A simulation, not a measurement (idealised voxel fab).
Presented below is a process module, voxel capacitor over wiring.
Each square cell in cross-section cut measures 5 nm, and the section as a whole is 160 nm wide.
For the purposes of this document, a cross-section shall be understood as a grid of square cells, specified as bands listed in top-to-bottom order, each band consisting of one or more rows of cells. Read a band's entry like this: the first values are the height of its top and the height of its bottom in nm, and what follows is the sequence of materials from left to right, each with its width in nm. Note that "empty" is empty space, and that a single material marked "full width" reaches across the band from edge to edge. Heights are expressed relative to 0, this being the level below which the as-received wafer comprises one material exclusively. The lowest band is unbounded in the downward direction and is denoted as in "0 down". Quick explanation for "30..40": the width changes in equal steps down the rows of cells, from the first number in the band's top row to the second number in its bottom row. Where a step carries "remained the same", the cross-section came out of it unchanged, cell for cell. This entry, "Voids, sealed", enumerates those empty regions of no fewer than 8 cells that possess no open connection to the top. Each region is reported in the form width x height at distance, the distance being taken from the left edge, with all three quantities expressed in nm. That trailing text on a step's line, after the settings, is the simulator's own remark on the step. overlay nm: mask offset rightward from planned place, masked step; negative means leftward offset.
### The process steps that were planned are listed below
| 1 | RECEIVE | material Si |
| 2 | CONFORMAL_DEP | material SiO2 | thk nm 10 |
| 3 | DIRECTIONAL_DEP | material TiN | thk nm 5 |
| 4 | DIRECTIONAL_DEP | material Ru | thk nm 25 |
| 5 | DIRECTIONAL_DEP | material aC | thk nm 10 |
| 6 | PATTERN | tone cover | mask id METAL_1 | material resist | width nm 20 | pitch nm 85 | thk nm 30 | overlay nm 0 |
| 7 | DIRECTIONAL_ETCH | etch materials aC | depth nm 10 |
| 8 | STRIP | etch materials resist |
| 9 | DIRECTIONAL_ETCH | etch materials Ru | depth nm 25 |
| 10 | DIRECTIONAL_ETCH | etch materials TiN | depth nm 5 |
| 11 | STRIP | etch materials aC |
| 12 | FILL_DEP | material lowk | thk nm 10 |
| 13 | CMP | height nm 40 |
| 14 | CONFORMAL_DEP | material SiCN | thk nm 5 |
| 15 | DIRECTIONAL_DEP | material lowk | thk nm 15 |
| 16 | PATTERN | tone open | mask id PLUG_1 | material resist | width nm 15 | thk nm 15 | overlay nm 0 |
| 17 | DIRECTIONAL_ETCH | etch materials lowk | depth nm 15 |
| 18 | DIRECTIONAL_ETCH | etch materials SiCN | depth nm 5 |
| 19 | STRIP | etch materials resist |
| 20 | EPI | material Ru | thk nm 10 |
| 21 | EPI | material Ru | thk nm 10 |
| 22 | DIRECTIONAL_DEP | material TiN | thk nm 5 |
| 23 | DIRECTIONAL_DEP | material HfO2 | thk nm 5 |
| 24 | DIRECTIONAL_DEP | material TiN | thk nm 10 |
| 25 | PATTERN | tone cover | mask id UPPER_PLATE | material resist | width nm 70 | thk nm 15 | overlay nm 0 |
| 26 | DIRECTIONAL_ETCH | etch materials TiN | depth nm 10 |
| 27 | DIRECTIONAL_ETCH | etch materials HfO2 | depth nm 5 |
| 28 | STRIP | etch materials resist |
| 29 | DIRECTIONAL_DEP | material aC | thk nm 15 |
| 30 | PATTERN | tone cover | mask id LOWER_PLATE | material resist | width nm 80 | thk nm 35 | overlay nm 0 |
| 31 | DIRECTIONAL_ETCH | etch materials aC | depth nm 15 |
| 32 | STRIP | etch materials resist |
| 33 | DIRECTIONAL_ETCH | etch materials TiN | depth nm 5 |
| 34 | STRIP | etch materials aC |
| 35 | FILL_DEP | material SiO2 | thk nm 15 |
| 36 | CMP | height nm 90 |
| 37 | MASKED_ETCH | tone open | mask id PLUG_2 | width nm 15 | etch materials SiO2 | depth nm 10 | overlay nm 0 |
| 38 | CONFORMAL_DEP | material TiN | thk nm 5 |
| 39 | FILL_DEP | material Ru | thk nm 10 |
| 40 | CMP | height nm 90 |
| 41 | CONFORMAL_DEP | material SiCN | thk nm 5 |
### As received (post step 1): cross-section
> 0 down  Si full width
> Voids, sealed: none
### Final cross-section, module run with one mistake (start and plan as above)
> 95 to 90  SiCN full width
> 90 to 85  SiO2 35 nm, TiN 5 nm, Ru 5 nm, TiN 5 nm, SiO2 110 nm
> 85 to 80  SiO2 35 nm, TiN 15 nm, SiO2 110 nm
> 80 to 70  SiO2 30 nm, TiN 70 nm, SiO2 60 nm
> 70 to 65  SiO2 30 nm, HfO2 70 nm, SiO2 60 nm
> 65 to 60  SiO2 25 nm, TiN 80 nm, SiO2 55 nm
> 60 to 45  lowk 30 nm, Ru 15 nm, lowk 115 nm
> 45 to 40  SiCN 30 nm, Ru 15 nm, SiCN 115 nm
> 40 to 15  lowk 25 nm, Ru 20 nm, lowk 65 nm, Ru 20 nm, lowk 30 nm
> 15 to 10  lowk 25 nm, TiN 20 nm, lowk 65 nm, TiN 20 nm, lowk 30 nm
> 10 to 0  SiO2 full width
> 0 down  Si full width
> Voids, sealed: none
Which mistake was made when the wafer was run? not per plan at step 37, really ran MASKED_ETCH | tone open | mask id PLUG_2 | width nm 15 | etch materials SiO2 | depth nm 10 | overlay nm -5
